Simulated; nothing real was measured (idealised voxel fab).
You're looking at the process module voxel gate over fins.
Section shown: cut. Width: 150 nm. Cell size: 5 nm, square.
Cross-sections here: square-cell grids, written as top-down lists of bands, a band being one or more rows of cells. A band entry consists of two parts. The first gives the height of the band's top and the height of its bottom, in nm. The rest lists the band's materials from left to right, each with its width in nm. A single material labelled with the word "throughout" fills the band from edge to edge, and the word "blank" marks empty space. Beneath 0, the wafer as received is one material, and that level is where height counting begins. The lowest band goes on downward without a bottom; it is written like "top 0, no bottom". The two numbers in a width such as "30..40" mark its ends across the band: the first belongs to the top row of cells, the second to the bottom row, and from each row to the next the width moves by the same amount. Given "no modification" for a step, no cell of the cross-section differs between before and after that step. What "Voids, fully enclosed" gives you is every empty space of 8 cells or more that is cut off from the top. Each appears as width x height at distance, with the distance taken from the left edge and width, height and distance all in nm. It should be noted that, on the line of a given step, the content following the step's settings is a remark produced by the simulator itself with respect to that step. "overlay nm" denotes, for a step that has a mask, the displacement of the mask to the right of its planned place, with negative values corresponding to the left. Every pair from here on: before one process step, after it. The after cross-section reaches only to the lowest band that changed. Below the pair: the step in between and its settings. Pairs can belong to different runs of this module on the same starting wafer; a pair carries on from the pair above only if the entry headed "Pre-step profile" says so.

Pre-step profile:
- top 0, no bottom  Si throughout
- Voids, fully enclosed: none

Cross-Section Thereafter:
- top 5, bottom 0  SiN throughout
- Unchanged below 0.
- Voids, fully enclosed: none
Looking at the two cross-sections above, the step in the middle is op CONFORMAL_DEP | material SiN | thk nm 5

Pre-step profile: we pick up right where the pair above leaves off, with its after cross-section.

Cross-Section Thereafter:
- top 5, bottom 0  45 blank / 15 SiN / 30 blank / 15 SiN / 45 blank
- Unchanged below 0.
- Voids, fully enclosed: none
Looking at the two cross-sections above, the step in the middle is op MASKED_ETCH | tone cover | mask id FINS | width nm 15 | pitch nm 45 | etch materials SiN | depth nm 5 | overlay nm 0

Pre-step profile: we pick up right where the pair above leaves off, with its after cross-section.

Cross-Section Thereafter:
- top 5, bottom 0  45 blank / 15 SiN / 30 blank / 15 SiN / 45 blank
- top 0, bottom -30  45 blank / 15 Si / 30 blank / 15 Si / 45 blank
- Unchanged below -30.
- Voids, fully enclosed: none
Looking at the two cross-sections above, the step in the middle is op MASKED_ETCH | tone cover | mask id FINS | width nm 15 | pitch nm 45 | etch materials Si | depth nm 30 | overlay nm 0

Pre-step profile: we pick up right where the pair above leaves off, with its after cross-section.

Cross-Section Thereafter:
- top 5, bottom 0  45 blank / 15 SiN / 30 blank / 15 SiN / 45 blank
- top 0, bottom -30  45 blank / 5 SiO2 / 5 Si / 5 SiO2 / 30 blank / 5 SiO2 / 5 Si / 5 SiO2 / 45 blank
- top -30, bottom -35  50 SiO2 / 5 Si / 40 SiO2 / 5 Si / 50 SiO2
- Unchanged below -35.
- Voids, fully enclosed: none
Looking at the two cross-sections above, the step in the middle is op OXIDIZE | depth nm 5

Pre-step profile: we pick up right where the pair above leaves off, with its after cross-section.

Cross-Section Thereafter:
- top 15, bottom 5  SiO2 throughout
- top 5, bottom 0  45 SiO2 / 15 SiN / 30 SiO2 / 15 SiN / 45 SiO2
- top 0, bottom -35  50 SiO2 / 5 Si / 40 SiO2 / 5 Si / 50 SiO2
- Unchanged below -35.
- Voids, fully enclosed: none
Looking at the two cross-sections above, the step in the middle is op FILL_DEP | material SiO2 | thk nm 10

Pre-step profile: we pick up right where the pair above leaves off, with its after cross-section.

Cross-Section Thereafter:
- top 5, bottom 0  45 SiO2 / 15 SiN / 30 SiO2 / 15 SiN / 45 SiO2
- Unchanged below 0.
- Voids, fully enclosed: none
Looking at the two cross-sections above, the step in the middle is op CMP | height nm 5

Pre-step profile: we pick up right where the pair above leaves off, with its after cross-section.

Cross-Section Thereafter:
- top 5, bottom 0  45 blank / 15 SiN / 30 blank / 15 SiN / 45 blank
- top 0, bottom -10  50 blank / 5 Si / 40 blank / 5 Si / 50 blank
- Unchanged below -10.
- Voids, fully enclosed: none
Looking at the two cross-sections above, the step in the middle is op SELECTIVE_ETCH | etch materials SiO2 | depth nm 15

Pre-step profile: we pick up right where the pair above leaves off, with its after cross-section.

Cross-Section Thereafter:
- top 0, bottom -10  50 blank / 5 Si / 40 blank / 5 Si / 50 blank
- Unchanged below -10.
- Voids, fully enclosed: none
Looking at the two cross-sections above, the step in the middle is op STRIP | etch materials SiN

Pre-step profile: we pick up right where the pair above leaves off, with its after cross-section.

Cross-Section Thereafter:
- top 5, bottom 0  45 blank / 15 HfO2 / 30 blank / 15 HfO2 / 45 blank
- top 0, bottom -5  45 blank / 5 HfO2 / 5 Si / 5 HfO2 / 30 blank / 5 HfO2 / 5 Si / 5 HfO2 / 45 blank
- top -5, bottom -10  50 HfO2 / 5 Si / 40 HfO2 / 5 Si / 50 HfO2
- Unchanged below -10.
- Voids, fully enclosed: none
Looking at the two cross-sections above, the step in the middle is op CONFORMAL_DEP | material HfO2 | thk nm 5

Pre-step profile: we pick up right where the pair above leaves off, with its after cross-section.

Cross-Section Thereafter:
- top 10, bottom 5  40 blank / 25 TiN / 20 blank / 25 TiN / 40 blank
- top 5, bottom 0  40 blank / 5 TiN / 15 HfO2 / 5 TiN / 20 blank / 5 TiN / 15 HfO2 / 5 TiN / 40 blank
- top 0, bottom -5  45 TiN / 5 HfO2 / 5 Si / 5 HfO2 / 30 TiN / 5 HfO2 / 5 Si / 5 HfO2 / 45 TiN
- Unchanged below -5.
- Voids, fully enclosed: none
Looking at the two cross-sections above, the step in the middle is op CONFORMAL_DEP | material TiN | thk nm 5

Pre-step profile: we pick up right where the pair above leaves off, with its after cross-section.

Cross-Section Thereafter:
- top 25, bottom 10  W throughout
- top 10, bottom 5  40 W / 25 TiN / 20 W / 25 TiN / 40 W
- top 5, bottom 0  40 W / 5 TiN / 15 HfO2 / 5 TiN / 20 W / 5 TiN / 15 HfO2 / 5 TiN / 40 W
- Unchanged below 0.
- Voids, fully enclosed: none
Looking at the two cross-sections above, the step in the middle is op FILL_DEP | material W | thk nm 15

Pre-step profile: we pick up right where the pair above leaves off, with its after cross-section.

Cross-Section Thereafter:
- top 20, bottom 10  W throughout
- Unchanged below 10.
- Voids, fully enclosed: none
Looking at the two cross-sections above, the step in the middle is op CMP | height nm 20

Pre-step profile: we pick up right where the pair above leaves off, with its after cross-section.

Cross-Section Thereafter:
- top 30, bottom 20  SiCN throughout
- Unchanged below 20.
- Voids, fully enclosed: none
Looking at the two cross-sections above, the step in the middle is op CONFORMAL_DEP | material SiCN | thk nm 10

Pre-step profile:
- top 0, bottom -10  50 blank / 5 Si / 40 blank / 5 Si / 50 blank
- top -10, bottom -35  50 SiO2 / 5 Si / 40 SiO2 / 5 Si / 50 SiO2
- top -35, no bottom  Si throughout
- Voids, fully enclosed: none

Cross-Section Thereafter:
- top 5, bottom 0  45 blank / 15 TiN / 30 blank / 15 TiN / 45 blank
- top 0, bottom -5  45 blank / 5 TiN / 5 Si / 5 TiN / 30 blank / 5 TiN / 5 Si / 5 TiN / 45 blank
- top -5, bottom -10  50 TiN / 5 Si / 40 TiN / 5 Si / 50 TiN
- Unchanged below -10.
- Voids, fully enclosed: none
Looking at the two cross-sections above, the step in the middle is op CONFORMAL_DEP | material TiN | thk nm 5

Pre-step profile: we pick up right where the pair above leaves off, with its after cross-section.

Cross-Section Thereafter:
- top 20, bottom 5  W throughout
- top 5, bottom 0  45 W / 15 TiN / 30 W / 15 TiN / 45 W
- top 0, bottom -5  45 W / 5 TiN / 5 Si / 5 TiN / 30 W / 5 TiN / 5 Si / 5 TiN / 45 W
- Unchanged below -5.
- Voids, fully enclosed: none
Looking at the two cross-sections above, the step in the middle is op FILL_DEP | material W | thk nm 15

Pre-step profile: we pick up right where the pair above leaves off, with its after cross-section.

Cross-Section Thereafter:
- top 30, bottom 20  SiCN throughout
- Unchanged below 20.
- Voids, fully enclosed: none
Looking at the two cross-sections above, the step in the middle is op CONFORMAL_DEP | material SiCN | thk nm 10

Pre-step profile:
- top 5, bottom 0  45 blank / 15 SiN / 30 blank / 15 SiN / 45 blank
- top 0, bottom -10  50 blank / 5 Si / 40 blank / 5 Si / 50 blank
- top -10, bottom -35  50 SiO2 / 5 Si / 40 SiO2 / 5 Si / 50 SiO2
- top -35, no bottom  Si throughout
- Voids, fully enclosed: none

Cross-Section Thereafter:
- top 5, bottom 0  45 blank / 15 SiN / 30 blank / 15 SiN / 45 blank
- top 0, bottom -25  50 blank / 5 Si / 40 blank / 5 Si / 50 blank
- Unchanged below -25.
- Voids, fully enclosed: none
Looking at the two cross-sections above, the step in the middle is op SELECTIVE_ETCH | etch materials SiO2 | depth nm 15

Pre-step profile: we pick up right where the pair above leaves off, with its after cross-section.

Cross-Section Thereafter:
- top 0, bottom -25  50 blank / 5 Si / 40 blank / 5 Si / 50 blank
- Unchanged below -25.
- Voids, fully enclosed: none
Looking at the two cross-sections above, the step in the middle is op STRIP | etch materials SiN

Pre-step profile: we pick up right where the pair above leaves off, with its after cross-section.

Cross-Section Thereafter:
- top 5, bottom 0  45 blank / 15 HfO2 / 30 blank / 15 HfO2 / 45 blank
- top 0, bottom -20  45 blank / 5 HfO2 / 5 Si / 5 HfO2 / 30 blank / 5 HfO2 / 5 Si / 5 HfO2 / 45 blank
- top -20, bottom -25  50 HfO2 / 5 Si / 40 HfO2 / 5 Si / 50 HfO2
- Unchanged below -25.
- Voids, fully enclosed: none
Looking at the two cross-sections above, the step in the middle is op CONFORMAL_DEP | material HfO2 | thk nm 5

Pre-step profile: we pick up right where the pair above leaves off, with its after cross-section.

Cross-Section Thereafter:
- top 10, bottom 5  40 blank / 25 TiN / 20 blank / 25 TiN / 40 blank
- top 5, bottom 0  40 blank / 5 TiN / 15 HfO2 / 5 TiN / 20 blank / 5 TiN / 15 HfO2 / 5 TiN / 40 blank
- top 0, bottom -15  40 blank / 5 TiN / 5 HfO2 / 5 Si / 5 HfO2 / 5 TiN / 20 blank / 5 TiN / 5 HfO2 / 5 Si / 5 HfO2 / 5 TiN / 40 blank
- top -15, bottom -20  45 TiN / 5 HfO2 / 5 Si / 5 HfO2 / 30 TiN / 5 HfO2 / 5 Si / 5 HfO2 / 45 TiN
- Unchanged below -20.
- Voids, fully enclosed: none
Looking at the two cross-sections above, the step in the middle is op CONFORMAL_DEP | material TiN | thk nm 5

Pre-step profile: we pick up right where the pair above leaves off, with its after cross-section.

Cross-Section Thereafter:
- top 25, bottom 10  W throughout
- top 10, bottom 5  40 W / 25 TiN / 20 W / 25 TiN / 40 W
- top 5, bottom 0  40 W / 5 TiN / 15 HfO2 / 5 TiN / 20 W / 5 TiN / 15 HfO2 / 5 TiN / 40 W
- top 0, bottom -15  40 W / 5 TiN / 5 HfO2 / 5 Si / 5 HfO2 / 5 TiN / 20 W / 5 TiN / 5 HfO2 / 5 Si / 5 HfO2 / 5 TiN / 40 W
- Unchanged below -15.
- Voids, fully enclosed: none
Looking at the two cross-sections above, the step in the middle is op FILL_DEP | material W | thk nm 15

Pre-step profile: we pick up right where the pair above leaves off, with its after cross-section.

Cross-Section Thereafter:
- top 20, bottom 10  W throughout
- Unchanged below 10.
- Voids, fully enclosed: none
Looking at the two cross-sections above, the step in the middle is op CMP | height nm 20

Pre-step profile: we pick up right where the pair above leaves off, with its after cross-section.

Cross-Section Thereafter:
- top 30, bottom 20  SiCN throughout
- Unchanged below 20.
- Voids, fully enclosed: none
Looking at the two cross-sections above, the step in the middle is op CONFORMAL_DEP | material SiCN | thk nm 10

Pre-step profile:
- top 5, bottom 0  45 blank / 15 TiN / 30 blank / 15 TiN / 45 blank
- top 0, bottom -5  45 blank / 5 TiN / 5 Si / 5 TiN / 30 blank / 5 TiN / 5 Si / 5 TiN / 45 blank
- top -5, bottom -10  50 TiN / 5 Si / 40 TiN / 5 Si / 50 TiN
- top -10, bottom -35  50 SiO2 / 5 Si / 40 SiO2 / 5 Si / 50 SiO2
- top -35, no bottom  Si throughout
- Voids, fully enclosed: none

Cross-Section Thereafter:
- top 10, bottom 5  40 blank / 25 HfO2 / 20 blank / 25 HfO2 / 40 blank
- top 5, bottom 0  40 blank / 5 HfO2 / 15 TiN / 5 HfO2 / 20 blank / 5 HfO2 / 15 TiN / 5 HfO2 / 40 blank
- top 0, bottom -5  45 HfO2 / 5 TiN / 5 Si / 5 TiN / 30 HfO2 / 5 TiN / 5 Si / 5 TiN / 45 HfO2
- Unchanged below -5.
- Voids, fully enclosed: none
Looking at the two cross-sections above, the step in the middle is op CONFORMAL_DEP | material HfO2 | thk nm 5

Pre-step profile: we pick up right where the pair above leaves off, with its after cross-section.

Cross-Section Thereafter:
- top 25, bottom 10  W throughout
- top 10, bottom 5  40 W / 25 HfO2 / 20 W / 25 HfO2 / 40 W
- top 5, bottom 0  40 W / 5 HfO2 / 15 TiN / 5 HfO2 / 20 W / 5 HfO2 / 15 TiN / 5 HfO2 / 40 W
- Unchanged below 0.
- Voids, fully enclosed: none
Looking at the two cross-sections above, the step in the middle is op FILL_DEP | material W | thk nm 15

Pre-step profile: we pick up right where the pair above leaves off, with its after cross-section.

Cross-Section Thereafter:
- top 20, bottom 10  W throughout
- Unchanged below 10.
- Voids, fully enclosed: none
Looking at the two cross-sections above, the step in the middle is op CMP | height nm 20

Pre-step profile: we pick up right where the pair above leaves off, with its after cross-section.

Cross-Section Thereafter:
- top 30, bottom 20  SiCN throughout
- Unchanged below 20.
- Voids, fully enclosed: none
Looking at the two cross-sections above, the step in the middle is op CONFORMAL_DEP | material SiCN | thk nm 10

Pre-step profile:
- top 15, bottom 5  SiO2 throughout
- top 5, bottom 0  45 SiO2 / 15 SiN / 30 SiO2 / 15 SiN / 45 SiO2
- top 0, bottom -35  50 SiO2 / 5 Si / 40 SiO2 / 5 Si / 50 SiO2
- top -35, no bottom  Si throughout
- Voids, fully enclosed: none

Cross-Section Thereafter:
- top -5, bottom -35  50 SiO2 / 5 Si / 40 SiO2 / 5 Si / 50 SiO2
- Unchanged below -35.
- Voids, fully enclosed: none
Looking at the two cross-sections above, the step in the middle is op CMP | height nm -5

Pre-step profile: we pick up right where the pair above leaves off, with its after cross-section.

Cross-Section Thereafter:
- top -5, bottom -20  50 blank / 5 Si / 40 blank / 5 Si / 50 blank
- Unchanged below -20.
- Voids, fully enclosed: none
Looking at the two cross-sections above, the step in the middle is op SELECTIVE_ETCH | etch materials SiO2 | depth nm 15

Pre-step profile: we pick up right where the pair above leaves off, with its after cross-section.

Cross-Section Thereafter:
- top 0, bottom -5  45 blank / 15 HfO2 / 30 blank / 15 HfO2 / 45 blank
- top -5, bottom -15  45 blank / 5 HfO2 / 5 Si / 5 HfO2 / 30 blank / 5 HfO2 / 5 Si / 5 HfO2 / 45 blank
- top -15, bottom -20  50 HfO2 / 5 Si / 40 HfO2 / 5 Si / 50 HfO2
- Unchanged below -20.
- Voids, fully enclosed: none
Looking at the two cross-sections above, the step in the middle is op CONFORMAL_DEP | material HfO2 | thk nm 5

Pre-step profile: we pick up right where the pair above leaves off, with its after cross-section.

Cross-Section Thereafter:
- top 5, bottom 0  40 blank / 25 TiN / 20 blank / 25 TiN / 40 blank
- top 0, bottom -5  40 blank / 5 TiN / 15 HfO2 / 5 TiN / 20 blank / 5 TiN / 15 HfO2 / 5 TiN / 40 blank
- top -5, bottom -10  40 blank / 5 TiN / 5 HfO2 / 5 Si / 5 HfO2 / 5 TiN / 20 blank / 5 TiN / 5 HfO2 / 5 Si / 5 HfO2 / 5 TiN / 40 blank
- top -10, bottom -15  45 TiN / 5 HfO2 / 5 Si / 5 HfO2 / 30 TiN / 5 HfO2 / 5 Si / 5 HfO2 / 45 TiN
- Unchanged below -15.
- Voids, fully enclosed: none
Looking at the two cross-sections above, the step in the middle is op CONFORMAL_DEP | material TiN | thk nm 5

Pre-step profile: we pick up right where the pair above leaves off, with its after cross-section.

Cross-Section Thereafter:
- top 20, bottom 5  W throughout
- top 5, bottom 0  40 W / 25 TiN / 20 W / 25 TiN / 40 W
- top 0, bottom -5  40 W / 5 TiN / 15 HfO2 / 5 TiN / 20 W / 5 TiN / 15 HfO2 / 5 TiN / 40 W
- top -5, bottom -10  40 W / 5 TiN / 5 HfO2 / 5 Si / 5 HfO2 / 5 TiN / 20 W / 5 TiN / 5 HfO2 / 5 Si / 5 HfO2 / 5 TiN / 40 W
- Unchanged below -10.
- Voids, fully enclosed: none
Looking at the two cross-sections above, the step in the middle is op FILL_DEP | material W | thk nm 15

Pre-step profile: we pick up right where the pair above leaves off, with its after cross-section.

Cross-Section Thereafter:
- top 30, bottom 20  SiCN throughout
- Unchanged below 20.
- Voids, fully enclosed: none
Looking at the two cross-sections above, the step in the middle is op CONFORMAL_DEP | material SiCN | thk nm 10

Pre-step profile:
- top 5, bottom 0  SiN throughout
- top 0, no bottom  Si throughout
- Voids, fully enclosed: none

Cross-Section Thereafter:
- top 5, bottom 0  40 blank / 25 SiN / 20 blank / 25 SiN / 40 blank
- Unchanged below 0.
- Voids, fully enclosed: none
Looking at the two cross-sections above, the step in the middle is op MASKED_ETCH | tone cover | mask id FINS | width nm 25 | pitch nm 45 | etch materials SiN | depth nm 5 | overlay nm 0

Pre-step profile: we pick up right where the pair above leaves off, with its after cross-section.

Cross-Section Thereafter:
- top 5, bottom 0  40 blank / 25 SiN / 20 blank / 25 SiN / 40 blank
- top 0, bottom -30  40 blank / 25 Si / 20 blank / 25 Si / 40 blank
- Unchanged below -30.
- Voids, fully enclosed: none
Looking at the two cross-sections above, the step in the middle is op MASKED_ETCH | tone cover | mask id FINS | width nm 15 | pitch nm 45 | etch materials Si | depth nm 30 | overlay nm 0

Pre-step profile: we pick up right where the pair above leaves off, with its after cross-section.

Cross-Section Thereafter:
- top 5, bottom 0  40 blank / 25 SiN / 20 blank / 25 SiN / 40 blank
- top 0, bottom -30  40 blank / 5 SiO2 / 15 Si / 5 SiO2 / 20 blank / 5 SiO2 / 15 Si / 5 SiO2 / 40 blank
- top -30, bottom -35  45 SiO2 / 15 Si / 30 SiO2 / 15 Si / 45 SiO2
- Unchanged below -35.
- Voids, fully enclosed: none
Looking at the two cross-sections above, the step in the middle is op OXIDIZE | depth nm 5

Pre-step profile: we pick up right where the pair above leaves off, with its after cross-section.

Cross-Section Thereafter:
- top 15, bottom 5  SiO2 throughout
- top 5, bottom 0  40 SiO2 / 25 SiN / 20 SiO2 / 25 SiN / 40 SiO2
- top 0, bottom -35  45 SiO2 / 15 Si / 30 SiO2 / 15 Si / 45 SiO2
- Unchanged below -35.
- Voids, fully enclosed: none
Looking at the two cross-sections above, the step in the middle is op FILL_DEP | material SiO2 | thk nm 10

Pre-step profile: we pick up right where the pair above leaves off, with its after cross-section.

Cross-Section Thereafter:
- top 5, bottom 0  40 SiO2 / 25 SiN / 20 SiO2 / 25 SiN / 40 SiO2
- Unchanged below 0.
- Voids, fully enclosed: none
Looking at the two cross-sections above, the step in the middle is op CMP | height nm 5

Pre-step profile: we pick up right where the pair above leaves off, with its after cross-section.

Cross-Section Thereafter:
- top 5, bottom 0  40 blank / 25 SiN / 20 blank / 25 SiN / 40 blank
- top 0, bottom -10  45 blank / 15 Si / 30 blank / 15 Si / 45 blank
- Unchanged below -10.
- Voids, fully enclosed: none
Looking at the two cross-sections above, the step in the middle is op SELECTIVE_ETCH | etch materials SiO2 | depth nm 15

Pre-step profile: we pick up right where the pair above leaves off, with its after cross-section.

Cross-Section Thereafter:
- top 0, bottom -10  45 blank / 15 Si / 30 blank / 15 Si / 45 blank
- Unchanged below -10.
- Voids, fully enclosed: none
Looking at the two cross-sections above, the step in the middle is op STRIP | etch materials SiN

Pre-step profile: we pick up right where the pair above leaves off, with its after cross-section.

Cross-Section Thereafter:
- top 5, bottom 0  40 blank / 25 HfO2 / 20 blank / 25 HfO2 / 40 blank
- top 0, bottom -5  40 blank / 5 HfO2 / 15 Si / 5 HfO2 / 20 blank / 5 HfO2 / 15 Si / 5 HfO2 / 40 blank
- top -5, bottom -10  45 HfO2 / 15 Si / 30 HfO2 / 15 Si / 45 HfO2
- Unchanged below -10.
- Voids, fully enclosed: none
Looking at the two cross-sections above, the step in the middle is op CONFORMAL_DEP | material HfO2 | thk nm 5

Pre-step profile: we pick up right where the pair above leaves off, with its after cross-section.

Cross-Section Thereafter:
- top 10, bottom 5  35 blank / 35 TiN / 10 blank / 35 TiN / 35 blank
- top 5, bottom 0  35 blank / 5 TiN / 25 HfO2 / 5 TiN / 10 blank / 5 TiN / 25 HfO2 / 5 TiN / 35 blank
- top 0, bottom -5  40 TiN / 5 HfO2 / 15 Si / 5 HfO2 / 20 TiN / 5 HfO2 / 15 Si / 5 HfO2 / 40 TiN
- Unchanged below -5.
- Voids, fully enclosed: none
Looking at the two cross-sections above, the step in the middle is op CONFORMAL_DEP | material TiN | thk nm 5

Pre-step profile: we pick up right where the pair above leaves off, with its after cross-section.

Cross-Section Thereafter:
- top 25, bottom 10  W throughout
- top 10, bottom 5  35 W / 35 TiN / 10 W / 35 TiN / 35 W
- top 5, bottom 0  35 W / 5 TiN / 25 HfO2 / 5 TiN / 10 W / 5 TiN / 25 HfO2 / 5 TiN / 35 W
- Unchanged below 0.
- Voids, fully enclosed: none
Looking at the two cross-sections above, the step in the middle is op FILL_DEP | material W | thk nm 15

Pre-step profile: we pick up right where the pair above leaves off, with its after cross-section.

Cross-Section Thereafter:
- top 20, bottom 10  W throughout
- Unchanged below 10.
- Voids, fully enclosed: none
Looking at the two cross-sections above, the step in the middle is op CMP | height nm 20

Pre-step profile: we pick up right where the pair above leaves off, with its after cross-section.

Cross-Section Thereafter:
- top 30, bottom 20  SiCN throughout
- Unchanged below 20.
- Voids, fully enclosed: none
Looking at the two cross-sections above, the step in the middle is op CONFORMAL_DEP | material SiCN | thk nm 10

Pre-step profile:
- top 5, bottom 0  45 blank / 15 SiN / 30 blank / 15 SiN / 45 blank
- top 0, no bottom  Si throughout
- Voids, fully enclosed: none

Cross-Section Thereafter:
- top 5, bottom 0  45 blank / 15 SiN / 30 blank / 15 SiN / 45 blank
- top 0, bottom -30  35 blank / 25 Si / 20 blank / 25 Si / 45 blank
- Unchanged below -30.
- Voids, fully enclosed: none
Looking at the two cross-sections above, the step in the middle is op MASKED_ETCH | tone cover | mask id FINS | width nm 15 | pitch nm 45 | etch materials Si | depth nm 30 | overlay nm -10

Pre-step profile: we pick up right where the pair above leaves off, with its after cross-section.

Cross-Section Thereafter:
- top 5, bottom 0  45 blank / 15 SiN / 30 blank / 15 SiN / 45 blank
- top 0, bottom -5  35 blank / 15 SiO2 / 5 Si / 5 SiO2 / 20 blank / 15 SiO2 / 5 Si / 5 SiO2 / 45 blank
- top -5, bottom -30  35 blank / 5 SiO2 / 15 Si / 5 SiO2 / 20 blank / 5 SiO2 / 15 Si / 5 SiO2 / 45 blank
- top -30, bottom -35  40 SiO2 / 15 Si / 30 SiO2 / 15 Si / 50 SiO2
- Unchanged below -35.
- Voids, fully enclosed: none
Looking at the two cross-sections above, the step in the middle is op OXIDIZE | depth nm 5

Pre-step profile: we pick up right where the pair above leaves off, with its after cross-section.

Cross-Section Thereafter:
- top 15, bottom 5  SiO2 throughout
- top 5, bottom 0  45 SiO2 / 15 SiN / 30 SiO2 / 15 SiN / 45 SiO2
- top 0, bottom -5  50 SiO2 / 5 Si / 40 SiO2 / 5 Si / 50 SiO2
- top -5, bottom -35  40 SiO2 / 15 Si / 30 SiO2 / 15 Si / 50 SiO2
- Unchanged below -35.
- Voids, fully enclosed: none
Looking at the two cross-sections above, the step in the middle is op FILL_DEP | material SiO2 | thk nm 10

Pre-step profile: we pick up right where the pair above leaves off, with its after cross-section.

Cross-Section Thereafter:
- top 5, bottom 0  45 SiO2 / 15 SiN / 30 SiO2 / 15 SiN / 45 SiO2
- Unchanged below 0.
- Voids, fully enclosed: none
Looking at the two cross-sections above, the step in the middle is op CMP | height nm 5

Pre-step profile: we pick up right where the pair above leaves off, with its after cross-section.

Cross-Section Thereafter:
- top 5, bottom 0  45 blank / 15 SiN / 30 blank / 15 SiN / 45 blank
- top 0, bottom -10  50..40 blank / 5..15 Si / 40..30 blank / 5..15 Si / 50 blank
- Unchanged below -10.
- Voids, fully enclosed: none
Looking at the two cross-sections above, the step in the middle is op SELECTIVE_ETCH | etch materials SiO2 | depth nm 15

Pre-step profile: we pick up right where the pair above leaves off, with its after cross-section.

Cross-Section Thereafter:
- top 0, bottom -10  50..40 blank / 5..15 Si / 40..30 blank / 5..15 Si / 50 blank
- Unchanged below -10.
- Voids, fully enclosed: none
Looking at the two cross-sections above, the step in the middle is op STRIP | etch materials SiN

Pre-step profile: we pick up right where the pair above leaves off, with its after cross-section.

Cross-Section Thereafter:
- top 5, bottom 0  45 blank / 15 HfO2 / 30 blank / 15 HfO2 / 45 blank
- top 0, bottom -5  35 blank / 15 HfO2 / 5 Si / 5 HfO2 / 20 blank / 15 HfO2 / 5 Si / 5 HfO2 / 45 blank
- top -5, bottom -10  40 HfO2 / 15 Si / 30 HfO2 / 15 Si / 50 HfO2
- Unchanged below -10.
- Voids, fully enclosed: none
Looking at the two cross-sections above, the step in the middle is op CONFORMAL_DEP | material HfO2 | thk nm 5

Pre-step profile: we pick up right where the pair above leaves off, with its after cross-section.

Cross-Section Thereafter:
- top 10, bottom 5  40 blank / 25 TiN / 20 blank / 25 TiN / 40 blank
- top 5, bottom 0  30 blank / 15 TiN / 15 HfO2 / 5 TiN / 10 blank / 15 TiN / 15 HfO2 / 5 TiN / 40 blank
- top 0, bottom -5  35 TiN / 15 HfO2 / 5 Si / 5 HfO2 / 20 TiN / 15 HfO2 / 5 Si / 5 HfO2 / 45 TiN
- Unchanged below -5.
- Voids, fully enclosed: none
Looking at the two cross-sections above, the step in the middle is op CONFORMAL_DEP | material TiN | thk nm 5

Pre-step profile: we pick up right where the pair above leaves off, with its after cross-section.

Cross-Section Thereafter:
- top 25, bottom 10  W throughout
- top 10, bottom 5  40 W / 25 TiN / 20 W / 25 TiN / 40 W
- top 5, bottom 0  30 W / 15 TiN / 15 HfO2 / 5 TiN / 10 W / 15 TiN / 15 HfO2 / 5 TiN / 40 W
- Unchanged below 0.
- Voids, fully enclosed: none
Looking at the two cross-sections above, the step in the middle is op FILL_DEP | material W | thk nm 15

Pre-step profile: we pick up right where the pair above leaves off, with its after cross-section.

Cross-Section Thereafter:
- top 20, bottom 10  W throughout
- Unchanged below 10.
- Voids, fully enclosed: none
Looking at the two cross-sections above, the step in the middle is op CMP | height nm 20

Pre-step profile: we pick up right where the pair above leaves off, with its after cross-section.

Cross-Section Thereafter:
- top 30, bottom 20  SiCN throughout
- Unchanged below 20.
- Voids, fully enclosed: none
Looking at the two cross-sections above, the step in the middle is op CONFORMAL_DEP | material SiCN | thk nm 10

Pre-step profile:
- top 5, bottom 0  45 blank / 15 HfO2 / 30 blank / 15 HfO2 / 45 blank
- top 0, bottom -5  45 blank / 5 HfO2 / 5 Si / 5 HfO2 / 30 blank / 5 HfO2 / 5 Si / 5 HfO2 / 45 blank
- top -5, bottom -10  50 HfO2 / 5 Si / 40 HfO2 / 5 Si / 50 HfO2
- top -10, bottom -35  50 SiO2 / 5 Si / 40 SiO2 / 5 Si / 50 SiO2
- top -35, no bottom  Si throughout
- Voids, fully enclosed: none

Cross-Section Thereafter:
- top 10, bottom 5  40 blank / 25 SiN / 20 blank / 25 SiN / 40 blank
- top 5, bottom 0  40 blank / 5 SiN / 15 HfO2 / 5 SiN / 20 blank / 5 SiN / 15 HfO2 / 5 SiN / 40 blank
- top 0, bottom -5  45 SiN / 5 HfO2 / 5 Si / 5 HfO2 / 30 SiN / 5 HfO2 / 5 Si / 5 HfO2 / 45 SiN
- Unchanged below -5.
- Voids, fully enclosed: none
Looking at the two cross-sections above, the step in the middle is op CONFORMAL_DEP | material SiN | thk nm 5

Pre-step profile: we pick up right where the pair above leaves off, with its after cross-section.

Cross-Section Thereafter:
- top 25, bottom 10  W throughout
- top 10, bottom 5  40 W / 25 SiN / 20 W / 25 SiN / 40 W
- top 5, bottom 0  40 W / 5 SiN / 15 HfO2 / 5 SiN / 20 W / 5 SiN / 15 HfO2 / 5 SiN / 40 W
- Unchanged below 0.
- Voids, fully enclosed: none
Looking at the two cross-sections above, the step in the middle is op FILL_DEP | material W | thk nm 15

Pre-step profile: we pick up right where the pair above leaves off, with its after cross-section.

Cross-Section Thereafter:
- top 20, bottom 10  W throughout
- Unchanged below 10.
- Voids, fully enclosed: none
Looking at the two cross-sections above, the step in the middle is op CMP | height nm 20

Pre-step profile: we pick up right where the pair above leaves off, with its after cross-section.

Cross-Section Thereafter:
- top 30, bottom 20  SiCN throughout
- Unchanged below 20.
- Voids, fully enclosed: none
Looking at the two cross-sections above, the step in the middle is op CONFORMAL_DEP | material SiCN | thk nm 10

Pre-step profile:
- top 5, bottom 0  SiN throughout
- top 0, no bottom  Si throughout
- Voids, fully enclosed: none

Cross-Section Thereafter:
- top 5, bottom 0  45 SiN / 15 blank / 30 SiN / 15 blank / 45 SiN
- Unchanged below 0.
- Voids, fully enclosed: none
Looking at the two cross-sections above, the step in the middle is op MASKED_ETCH | tone open | mask id FINS | width nm 15 | pitch nm 45 | etch materials SiN | depth nm 5 | overlay nm 0

Pre-step profile: we pick up right where the pair above leaves off, with its after cross-section.

Cross-Section Thereafter:
- top 5, bottom 0  45 SiN / 15 blank / 30 SiN / 15 blank / 45 SiN
- top 0, bottom -5  40 Si / 25 SiO2 / 20 Si / 25 SiO2 / 40 Si
- Unchanged below -5.
- Voids, fully enclosed: none
Looking at the two cross-sections above, the step in the middle is op OXIDIZE | depth nm 5

Pre-step profile: we pick up right where the pair above leaves off, with its after cross-section.

Cross-Section Thereafter:
- top 15, bottom 5  SiO2 throughout
- top 5, bottom 0  45 SiN / 15 SiO2 / 30 SiN / 15 SiO2 / 45 SiN
- Unchanged below 0.
- Voids, fully enclosed: none
Looking at the two cross-sections above, the step in the middle is op FILL_DEP | material SiO2 | thk nm 10

Pre-step profile: we pick up right where the pair above leaves off, with its after cross-section.

Cross-Section Thereafter:
- top 5, bottom 0  45 SiN / 15 SiO2 / 30 SiN / 15 SiO2 / 45 SiN
- Unchanged below 0.
- Voids, fully enclosed: none
Looking at the two cross-sections above, the step in the middle is op CMP | height nm 5
